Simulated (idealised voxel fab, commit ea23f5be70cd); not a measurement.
voxel released beams: a process module
Xsec cut, 215 nm wide, square cell size 5 nm.
A cross-section is written here as square cells arranged in a grid, and it is given in bands from the top down, each band taking up one or more rows of cells.
Band: top height; bottom height; in nm. Then, left to right: material with width in nm, for each material. "edge to edge": a single material spanning edge to edge. "air": empty space.
A quick word on heights: they are counted from 0, and under that level the wafer as it came to us is one material throughout. The lowest band is different from the rest in having no bottom; it simply continues downward, written as in "from 0 down".
The expression "30..40" gives the width at the extremes of the band, the first number at its top row of cells and the second at its bottom row, with the width changing by equal amounts from each row to the next in between.
"remained the same" means the step left every cell of the cross-section as it was.
This entry, "Enclosed void inventory", enumerates those empty regions of no fewer than 8 cells that possess no open connection to the top. Each region is reported in the form width x height at distance, the distance being taken from the left edge, with all three quantities expressed in nm.
Anything after a step's settings on that line? It's the simulator's own note about the step.
Steps that use a mask can have "overlay nm" on their line. It says how far the mask sat to the right of where it was meant to be. Negative means to the left.
From here on the document is pairs. In a pair, the cross-section before one process step comes with the cross-section after it, and the latter goes no deeper than the lowest band that changed. What lies in between, the step and its settings, is written under the pair. A pair may be from a different run of this module on the same starting wafer than the pair above it, so it continues from that pair only where its entry headed "State on entry" says so.
[State on entry]
- from 70 to 35 | air=55, then resist=30, then air=130
- from 35 to 20 | aC edge to edge
- from 20 to 5 | SiO2 edge to edge
- from 5 to 0 | SiN edge to edge
- from 0 down | Si edge to edge
- Enclosed void inventory: none
[Sectional Result]
- from 55 to 35 | air=55, then resist=30, then air=130
- from 35 to 20 | air=55, then aC=30, then air=130
- Lower than 20, everything is as it was.
- Enclosed void inventory: none
Which operation links the two cross-sections above? DIRECTIONAL_ETCH (etch materials aC; depth nm 15)
State on entry: after-step cross-section of the pair just above applies.
[Sectional Result]
- from 35 to 20 | air=55, then aC=30, then air=130
- Lower than 20, everything is as it was.
- Enclosed void inventory: none
Which operation links the two cross-sections above? STRIP (etch materials resist)
State on entry: after-step cross-section of the pair just above applies.
[Sectional Result]
- from 35 to 20 | air=55, then aC=30, then air=130
- from 20 to 5 | air=55, then SiO2=30, then air=130
- Lower than 5, everything is as it was.
- Enclosed void inventory: none
Which operation links the two cross-sections above? DIRECTIONAL_ETCH (etch materials SiO2; depth nm 15)
State on entry: after-step cross-section of the pair just above applies.
[Sectional Result]
- from 20 to 5 | air=55, then SiO2=30, then air=130
- Lower than 5, everything is as it was.
- Enclosed void inventory: none
Which operation links the two cross-sections above? STRIP (etch materials aC)
State on entry: after-step cross-section of the pair just above applies.
[Sectional Result]
- from 30 to 20 | air=45, then TiN=50, then air=120
- from 20 to 15 | air=45, then TiN=10, then SiO2=30, then TiN=10, then air=120
- from 15 to 5 | TiN=55, then SiO2=30, then TiN=130
- Lower than 5, everything is as it was.
- Enclosed void inventory: none
Which operation links the two cross-sections above? CONFORMAL_DEP (material TiN; thk nm 10)
State on entry: after-step cross-section of the pair just above applies.
[Sectional Result]
- from 40 to 30 | air=45, then aC=50, then air=120
- from 30 to 25 | air=45, then TiN=50, then air=120
- from 25 to 20 | aC=45, then TiN=50, then aC=120
- from 20 to 15 | aC=45, then TiN=10, then SiO2=30, then TiN=10, then aC=120
- Lower than 15, everything is as it was.
- Enclosed void inventory: none
Which operation links the two cross-sections above? DIRECTIONAL_DEP (material aC; thk nm 10)
State on entry: after-step cross-section of the pair just above applies.
[Sectional Result]
- from 70 to 40 | air=50, then resist=105, then air=60
- from 40 to 30 | air=45, then aC=50, then resist=60, then air=60
- from 30 to 25 | air=45, then TiN=50, then resist=60, then air=60
- Lower than 25, everything is as it was.
- Enclosed void inventory: none
Which operation links the two cross-sections above? PATTERN (tone cover; mask id BEAM; material resist; width nm 105; thk nm 30; overlay nm 0)
State on entry: after-step cross-section of the pair just above applies.
[Sectional Result]
- from 60 to 40 | air=50, then resist=105, then air=60
- from 40 to 30 | air=50, then aC=45, then resist=60, then air=60
- from 30 to 25 | air=45, then TiN=50, then resist=60, then air=60
- from 25 to 20 | air=45, then TiN=50, then aC=60, then air=60
- from 20 to 15 | air=45, then TiN=10, then SiO2=30, then TiN=10, then aC=60, then air=60
- Lower than 15, everything is as it was.
- Enclosed void inventory: none
Which operation links the two cross-sections above? DIRECTIONAL_ETCH (etch materials aC; depth nm 10)
State on entry: after-step cross-section of the pair just above applies.
[Sectional Result]
- from 40 to 30 | air=50, then aC=45, then air=120
- from 30 to 25 | air=45, then TiN=50, then air=120
- Lower than 25, everything is as it was.
- Enclosed void inventory: none
Which operation links the two cross-sections above? STRIP (etch materials resist)
State on entry: after-step cross-section of the pair just above applies.
[Sectional Result]
- from 40 to 30 | air=50, then aC=45, then air=120
- from 30 to 25 | air=50, then TiN=45, then air=120
- from 25 to 20 | air=50, then TiN=45, then aC=60, then air=60
- from 20 to 15 | air=45, then TiN=10, then SiO2=30, then TiN=10, then aC=60, then air=60
- from 15 to 5 | air=45, then TiN=10, then SiO2=30, then TiN=70, then air=60
- Lower than 5, everything is as it was.
- Enclosed void inventory: none
Which operation links the two cross-sections above? DIRECTIONAL_ETCH (etch materials TiN; depth nm 10)
State on entry: after-step cross-section of the pair just above applies.
[Sectional Result]
- from 30 to 20 | air=50, then TiN=45, then air=120
- from 20 to 15 | air=45, then TiN=10, then SiO2=30, then TiN=10, then air=120
- Lower than 15, everything is as it was.
- Enclosed void inventory: none
Which operation links the two cross-sections above? STRIP (etch materials aC)
